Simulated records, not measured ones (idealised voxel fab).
This is a process module. Its name is voxel ribs on slabs.
Section cut is 205 nm wide and gridded with 5 nm square cells.
Cross-section layout: square cells on a grid; listed as bands, top to bottom; a band spans one or more cell rows.
What a band's entry tells you: where the top is and where the bottom is, as heights in nm, and after that what lies inside, material by material from left to right, each with its width in nm. Empty space is written as the word "empty", and a single material marked with the word "everywhere" occupies the band from edge to edge.
Zero point of the height axis is 0; under it, received wafer = one material. Lowest band: continues down indefinitely, "0 and below".
When a width is written as two numbers, as in "30 to 40", the first number is the width in the top row of cells of the band and the second is the width in its bottom row, and the width changes by the same amount from each row to the next.
Reading "nothing changed" for a step: not a cell of the cross-section changed in it.
Voids not open to the top, 8 cells minimum: see "Closed void catalog". Written width x height at distance; distance is from the left edge; nm.
Post-settings text on a step line: simulator's own remark regarding the step.
"overlay nm" answers the question of how far to the right of plan the mask lay on a step that has a mask, and when it is negative the answer is to the left.
This section lists the process steps that were planned
1. op RECEIVE | material Si
2. op DIRECTIONAL_DEP | material SiO2 | thk nm 25
3. op DIRECTIONAL_DEP | material polySi | thk nm 15
4. op DIRECTIONAL_DEP | material aC | thk nm 15
5. op PATTERN | tone cover | mask id RIB | material resist | width nm 25 | thk nm 35 | overlay nm 0
6. op DIRECTIONAL_ETCH | etch materials aC | depth nm 15
7. op STRIP | etch materials resist
8. op DIRECTIONAL_ETCH | etch materials polySi | depth nm 5
9. op STRIP | etch materials aC
10. op DIRECTIONAL_DEP | material aC | thk nm 15
11. op PATTERN | tone cover | mask id SLAB | material resist | width nm 85 | thk nm 30 | overlay nm 0
12. op DIRECTIONAL_ETCH | etch materials aC | depth nm 15
13. op STRIP | etch materials resist
14. op DIRECTIONAL_ETCH | etch materials polySi | depth nm 10
15. op STRIP | etch materials aC
16. op FILL_DEP | material SiO2 | thk nm 15
17. op CMP | height nm 50
18. op DIRECTIONAL_DEP | material TiN | thk nm 10
19. op DIRECTIONAL_DEP | material aC | thk nm 15
20. op PATTERN | tone cover | mask id HEATER | material resist | width nm 35 | thk nm 35 | overlay nm 0
21. op DIRECTIONAL_ETCH | etch materials aC | depth nm 15
22. op STRIP | etch materials resist
23. op DIRECTIONAL_ETCH | etch materials TiN | depth nm 10
24. op STRIP | etch materials aC
25. op CONFORMAL_DEP | material SiN | thk nm 10
Here's what the wafer looked like in cross-section when it arrived - that's after step 1
- 0 and below = Si everywhere
- Closed void catalog: none
Module complete - cross-section of the first of two wafers, run according to plan
- 70 down to 60 = empty=75, SiN=55, empty=75
- 60 down to 50 = SiN=85, TiN=35, SiN=85
- 50 down to 40 = SiO2 everywhere
- 40 down to 35 = SiO2=90, polySi=25, SiO2=90
- 35 down to 25 = SiO2=60, polySi=85, SiO2=60
- 25 down to 0 = SiO2 everywhere
- 0 and below = Si everywhere
- Closed void catalog: none
Second wafer cross-section at end of module - shared start and plan with the first, one mistake in the run
- 70 down to 60 = SiN=95, empty=15, SiN=95
- 60 down to 50 = TiN=85, SiN=35, TiN=85
- 50 down to 40 = SiO2 everywhere
- 40 down to 35 = SiO2=90, polySi=25, SiO2=90
- 35 down to 25 = SiO2=60, polySi=85, SiO2=60
- 25 down to 0 = SiO2 everywhere
- 0 and below = Si everywhere
- Closed void catalog: none
Short version of what went wrong: step 20 was run on a setting that differed from the plan, and what really ran there is op PATTERN | tone open | mask id HEATER | material resist | width nm 35 | thk nm 35 | overlay nm 0
It is noted that, at the conclusion of processing, the second wafer exhibits a higher or lower cell count for certain materials relative to the first: TiN +54
